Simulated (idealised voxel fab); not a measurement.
The following is a process module called voxel capacitor over wiring.
For reference, the cross-section in this document is cut, with width 270 nm and square cells of 5 nm.
Just so we're on the same page, the cross-sections are grids of square cells, and they're listed out in bands top to bottom, each band one or more rows deep.
Within each band entry, the heights of the top and of the bottom of the band appear first, in that order and in nm; the materials of the band then follow from left to right, each with its corresponding width in nm. The designation "all across" on a single material indicates that it fills the band from edge to edge; the designation "empty" indicates empty space.
Ref level 0: as-received wafer is one material below here. Bottom band extends down with no lower bound ("0 -> down").
The two numbers in a width such as "30 to 40" mark its ends across the band: the first belongs to the top row of cells, the second to the bottom row, and from each row to the next the width moves by the same amount.
Step marked "no change occurred"? Then no cell in the cross-section changed in it.
Voids not open to the top, 8 cells minimum: see "Trapped voids". Written width x height at distance; distance is from the left edge; nm.
That trailing text on a step's line, after the settings, is the simulator's own remark on the step.
A step's line can hold "overlay nm"; with a mask on that step, the setting says how far right of the planned place the mask lay, while a negative setting says it lay to the left.
**Here's what the planned process steps look like**
1 op RECEIVE | material Si
2 op CONFORMAL_DEP | material SiO2 | thk nm 15
3 op CONFORMAL_DEP | material SiCN | thk nm 5
4 op DIRECTIONAL_DEP | material SiO2 | thk nm 20
5 op PATTERN | tone open | mask id METAL_1 | material resist | width nm 30 | pitch nm 80 | thk nm 20 | overlay nm 0
6 op DIRECTIONAL_ETCH | etch materials SiO2 | depth nm 20
7 op DIRECTIONAL_ETCH | etch materials SiCN | depth nm 5
8 op STRIP | etch materials resist
9 op CONFORMAL_DEP | material TiN | thk nm 5
10 op FILL_DEP | material Cu | thk nm 5
11 op CMP | height nm 40
12 op EPI | material Ru | thk nm 5
13 op FILL_DEP | material SiCN | thk nm 5
14 op DIRECTIONAL_DEP | material lowk | thk nm 20
15 op PATTERN | tone open | mask id PLUG_1 | material resist | width nm 15 | thk nm 15 | overlay nm 0
16 op DIRECTIONAL_ETCH | etch materials lowk | depth nm 20
17 op DIRECTIONAL_ETCH | etch materials SiCN | depth nm 5
18 op STRIP | etch materials resist
19 op EPI | material Ru | thk nm 10
20 op EPI | material Ru | thk nm 10
21 op EPI | material Ru | thk nm 5
22 op DIRECTIONAL_DEP | material TiN | thk nm 5
23 op DIRECTIONAL_DEP | material Al2O3 | thk nm 5
24 op DIRECTIONAL_DEP | material TiN | thk nm 10
25 op DIRECTIONAL_DEP | material aC | thk nm 15
26 op PATTERN | tone cover | mask id UPPER_PLATE | material resist | width nm 55 | thk nm 35 | overlay nm 0
27 op DIRECTIONAL_ETCH | etch materials aC | depth nm 15
28 op STRIP | etch materials resist
29 op DIRECTIONAL_ETCH | etch materials TiN | depth nm 10
30 op DIRECTIONAL_ETCH | etch materials Al2O3 | depth nm 5
31 op STRIP | etch materials aC
32 op MASKED_ETCH | tone cover | mask id LOWER_PLATE | width nm 65 | etch materials TiN | depth nm 5 | overlay nm 0
33 op FILL_DEP | material SiO2 | thk nm 20
34 op CMP | height nm 105
35 op PATTERN | tone open | mask id PLUG_2 | material resist | width nm 15 | thk nm 15 | overlay nm 0
36 op DIRECTIONAL_ETCH | etch materials SiO2 | depth nm 15
37 op STRIP | etch materials resist
38 op CONFORMAL_DEP | material TiN | thk nm 5
39 op FILL_DEP | material W | thk nm 10
40 op CMP | height nm 105
41 op CONFORMAL_DEP | material SiN | thk nm 5
**What follows covers the first of two wafers; it ran as planned**
**This is the cross-section of the wafer as we received it, i.e. after step 1**
    0 -> down  Si all across
    Trapped voids: none
**The wafer, seen in cross-section, after step 2**
    15 -> 0  SiO2 all across
    No changes below 0.
**The wafer, seen in cross-section, after step 3**
    20 -> 15  SiCN all across
    No changes below 15.
**The wafer, seen in cross-section, after step 4**
    40 -> 20  SiO2 all across
    No changes below 20.
**The wafer, seen in cross-section, after step 5**
    60 -> 40  resist 80, then empty 30, then resist 50, then empty 30, then resist 80
    No changes below 40.
**The wafer, seen in cross-section, after step 6**
    60 -> 40  resist 80, then empty 30, then resist 50, then empty 30, then resist 80
    40 -> 20  SiO2 80, then empty 30, then SiO2 50, then empty 30, then SiO2 80
    No changes below 20.
**The wafer, seen in cross-section, after step 7**
    60 -> 40  resist 80, then empty 30, then resist 50, then empty 30, then resist 80
    40 -> 20  SiO2 80, then empty 30, then SiO2 50, then empty 30, then SiO2 80
    20 -> 15  SiCN 80, then empty 30, then SiCN 50, then empty 30, then SiCN 80
    No changes below 15.
**The wafer, seen in cross-section, after step 8**
    40 -> 20  SiO2 80, then empty 30, then SiO2 50, then empty 30, then SiO2 80
    No changes below 20.
**The wafer, seen in cross-section, after step 9**
    45 -> 40  TiN 85, then empty 20, then TiN 60, then empty 20, then TiN 85
    40 -> 20  SiO2 80, then TiN 5, then empty 20, then TiN 5, then SiO2 50, then TiN 5, then empty 20, then TiN 5, then SiO2 80
    20 -> 15  SiCN 80, then TiN 30, then SiCN 50, then TiN 30, then SiCN 80
    No changes below 15.
**The wafer, seen in cross-section, after step 10**
    50 -> 45  Cu all across
    45 -> 40  TiN 85, then Cu 20, then TiN 60, then Cu 20, then TiN 85
    40 -> 20  SiO2 80, then TiN 5, then Cu 20, then TiN 5, then SiO2 50, then TiN 5, then Cu 20, then TiN 5, then SiO2 80
    No changes below 20.
**The wafer, seen in cross-section, after step 11**
    40 -> 20  SiO2 80, then TiN 5, then Cu 20, then TiN 5, then SiO2 50, then TiN 5, then Cu 20, then TiN 5, then SiO2 80
    No changes below 20.
**The wafer, seen in cross-section, after step 12**
    45 -> 40  empty 75, then Ru 40, then empty 40, then Ru 40, then empty 75
    No changes below 40.
**The wafer, seen in cross-section, after step 13**
    50 -> 45  SiCN all across
    45 -> 40  SiCN 75, then Ru 40, then SiCN 40, then Ru 40, then SiCN 75
    No changes below 40.
**The wafer, seen in cross-section, after step 14**
    70 -> 50  lowk all across
    No changes below 50.
**The wafer, seen in cross-section, after step 15**
    85 -> 70  resist 95, then empty 15, then resist 160
    No changes below 70.
**The wafer, seen in cross-section, after step 16**
    85 -> 70  resist 95, then empty 15, then resist 160
    70 -> 50  lowk 95, then empty 15, then lowk 160
    No changes below 50.
**The wafer, seen in cross-section, after step 17**
    85 -> 70  resist 95, then empty 15, then resist 160
    70 -> 50  lowk 95, then empty 15, then lowk 160
    50 -> 45  SiCN 95, then empty 15, then SiCN 160
    No changes below 45.
**The wafer, seen in cross-section, after step 18**
    70 -> 50  lowk 95, then empty 15, then lowk 160
    No changes below 50.
**The wafer, seen in cross-section, after step 19**
    70 -> 55  lowk 95, then empty 15, then lowk 160
    55 -> 50  lowk 95, then Ru 15, then lowk 160
    50 -> 45  SiCN 95, then Ru 15, then SiCN 160
    No changes below 45.
**The wafer, seen in cross-section, after step 20**
    70 -> 65  lowk 95, then empty 15, then lowk 160
    65 -> 50  lowk 95, then Ru 15, then lowk 160
    No changes below 50.
**The wafer, seen in cross-section, after step 21**
    70 -> 50  lowk 95, then Ru 15, then lowk 160
    No changes below 50.
**The wafer, seen in cross-section, after step 22**
    75 -> 70  TiN all across
    No changes below 70.
**The wafer, seen in cross-section, after step 23**
    80 -> 75  Al2O3 all across
    No changes below 75.
**The wafer, seen in cross-section, after step 24**
    90 -> 80  TiN all across
    No changes below 80.
**The wafer, seen in cross-section, after step 25**
    105 -> 90  aC all across
    No changes below 90.
**The wafer, seen in cross-section, after step 26**
    140 -> 105  empty 95, then resist 55, then empty 120
    No changes below 105.
**The wafer, seen in cross-section, after step 27**
    125 -> 105  empty 95, then resist 55, then empty 120
    105 -> 90  empty 95, then aC 55, then empty 120
    No changes below 90.
**The wafer, seen in cross-section, after step 28**
    105 -> 90  empty 95, then aC 55, then empty 120
    No changes below 90.
**The wafer, seen in cross-section, after step 29**
    105 -> 90  empty 95, then aC 55, then empty 120
    90 -> 80  empty 95, then TiN 55, then empty 120
    No changes below 80.
**The wafer, seen in cross-section, after step 30**
    105 -> 90  empty 95, then aC 55, then empty 120
    90 -> 80  empty 95, then TiN 55, then empty 120
    80 -> 75  empty 95, then Al2O3 55, then empty 120
    No changes below 75.
**The wafer, seen in cross-section, after step 31**
    90 -> 80  empty 95, then TiN 55, then empty 120
    No changes below 80.
**The wafer, seen in cross-section, after step 32**
    90 -> 80  empty 95, then TiN 55, then empty 120
    80 -> 75  empty 95, then Al2O3 55, then empty 120
    75 -> 70  empty 90, then TiN 65, then empty 115
    No changes below 70.
**The wafer, seen in cross-section, after step 33**
    110 -> 90  SiO2 all across
    90 -> 80  SiO2 95, then TiN 55, then SiO2 120
    80 -> 75  SiO2 95, then Al2O3 55, then SiO2 120
    75 -> 70  SiO2 90, then TiN 65, then SiO2 115
    No changes below 70.
**The wafer, seen in cross-section, after step 34**
    105 -> 90  SiO2 all across
    No changes below 90.
**The wafer, seen in cross-section, after step 35**
    120 -> 105  resist 105, then empty 15, then resist 150
    No changes below 105.
**The wafer, seen in cross-section, after step 36**
    120 -> 105  resist 105, then empty 15, then resist 150
    105 -> 90  SiO2 105, then empty 15, then SiO2 150
    No changes below 90.
**The wafer, seen in cross-section, after step 37**
    105 -> 90  SiO2 105, then empty 15, then SiO2 150
    No changes below 90.
**The wafer, seen in cross-section, after step 38**
    110 -> 105  TiN 110, then empty 5, then TiN 155
    105 -> 95  SiO2 105, then TiN 5, then empty 5, then TiN 5, then SiO2 150
    95 -> 90  SiO2 105, then TiN 15, then SiO2 150
    No changes below 90.
**The wafer, seen in cross-section, after step 39**
    120 -> 110  W all across
    110 -> 105  TiN 110, then W 5, then TiN 155
    105 -> 95  SiO2 105, then TiN 5, then W 5, then TiN 5, then SiO2 150
    No changes below 95.
**The wafer, seen in cross-section, after step 40**
    105 -> 95  SiO2 105, then TiN 5, then W 5, then TiN 5, then SiO2 150
    No changes below 95.
**The wafer, seen in cross-section, after step 41**
    110 -> 105  SiN all across
    No changes below 105.
**second wafer: like start, like plan, one mistake. Through step 31 it matches the first wafer**
**Cross-section of the second wafer when, according to plan, step 32 should have finished**
    85 -> 80  empty 95, then TiN 55, then empty 120
    80 -> 75  empty 95, then Al2O3 55, then empty 120
    75 -> 70  TiN 90, then empty 5, then TiN 55, then empty 5, then TiN 115
    No changes below 70.
**Cross-section of the second wafer when, according to plan, step 33 should have finished**
    105 -> 85  SiO2 all across
    85 -> 80  SiO2 95, then TiN 55, then SiO2 120
    80 -> 75  SiO2 95, then Al2O3 55, then SiO2 120
    75 -> 70  TiN 90, then SiO2 5, then TiN 55, then SiO2 5, then TiN 115
    No changes below 70.
Cross-section of the second wafer when, according to plan, step 34 should have finished: no change occurred
**Cross-section of the second wafer when, according to plan, step 35 should have finished**
    120 -> 105  resist 105, then empty 15, then resist 150
    No changes below 105.
**Cross-section of the second wafer when, according to plan, step 36 should have finished**
    120 -> 105  resist 105, then empty 15, then resist 150
    105 -> 90  SiO2 105, then empty 15, then SiO2 150
    No changes below 90.
**Cross-section of the second wafer when, according to plan, step 37 should have finished**
    105 -> 90  SiO2 105, then empty 15, then SiO2 150
    No changes below 90.
**Cross-section of the second wafer when, according to plan, step 38 should have finished**
    110 -> 105  TiN 110, then empty 5, then TiN 155
    105 -> 95  SiO2 105, then TiN 5, then empty 5, then TiN 5, then SiO2 150
    95 -> 90  SiO2 105, then TiN 15, then SiO2 150
    No changes below 90.
**Cross-section of the second wafer when, according to plan, step 39 should have finished**
    120 -> 110  W all across
    110 -> 105  TiN 110, then W 5, then TiN 155
    105 -> 95  SiO2 105, then TiN 5, then W 5, then TiN 5, then SiO2 150
    No changes below 95.
**Cross-section of the second wafer when, according to plan, step 40 should have finished**
    105 -> 95  SiO2 105, then TiN 5, then W 5, then TiN 5, then SiO2 150
    No changes below 95.
**Cross-section of the second wafer when, according to plan, step 41 should have finished**
    110 -> 105  SiN all across
    No changes below 105.
Where did the run depart from the plan? step 32 was processed under conditions differing from the plan, specifically as op MASKED_ETCH | tone open | mask id LOWER_PLATE | width nm 65 | etch materials TiN | depth nm 5 | overlay nm 0
Once processing is complete, comparing cell counts shows that the second wafer has more or fewer of certain materials than the first: SiO2 -28 | TiN +28
